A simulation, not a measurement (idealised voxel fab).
Module name: voxel lift off (process module)
Square cells of 5 nm make up the cross-section cut, whose width is 265 nm.
The cross-sections in this document take the form of a grid made of square cells. They are written out as bands, in order from top to bottom. Each band consists of one or more rows of cells. The band entry comprises the height of the band's top followed by the height of its bottom, expressed in nm, and subsequently the band's materials from left to right, each stated together with its width in nm. Where a single material is marked with the word "full width", that material fills the band from edge to edge. The word "blank" represents empty space. Heights are reckoned from 0. Under this level, the received wafer is all of one material. The bottommost band is open-ended downward, for example "from 0 down". Width "30->40": first value at the band's top row of cells, second value at its bottom row, equal change from row to row. "left unchanged", as given for a step, is the statement that not any cell of the cross-section underwent a change during that step. In "Enclosed void listing" the enclosed voids are listed, meaning empty spaces of 8 cells or larger without any opening to the top. The form is width x height at distance, distance from the left edge, units nm. Formally, on a step line, whatever follows the settings is a remark that the simulator itself makes on the step. On any step carrying a mask, the "overlay nm" setting, if present on the step's line, tells how far right of its planned place the mask lay; negative values point to the left.

### Process steps foreseen in the plan
step 1: RECEIVE with material Si
step 2: CONFORMAL_DEP with material SiO2, thk nm 5
step 3: PATTERN with tone open, mask id LINES, material resist, width nm 20, pitch nm 50, thk nm 30, overlay nm 0
step 4: DIRECTIONAL_DEP with material Ru, thk nm 15
step 5: STRIP with etch materials resist
step 6: CONFORMAL_DEP with material SiO2, thk nm 5

### Cross-section: wafer on arrival = after step 1
from 0 down | Si full width
Enclosed void listing: none

### a wafer at the end: this start, this plan, one mistake
from 20 to 5 | 95 nm blank; 20 nm Ru; 30 nm blank; 20 nm Ru; 100 nm blank
from 5 to 0 | SiO2 full width
from 0 down | Si full width
Enclosed void listing: none
Deviation from plan: step 6 of the plan was omitted and not executed
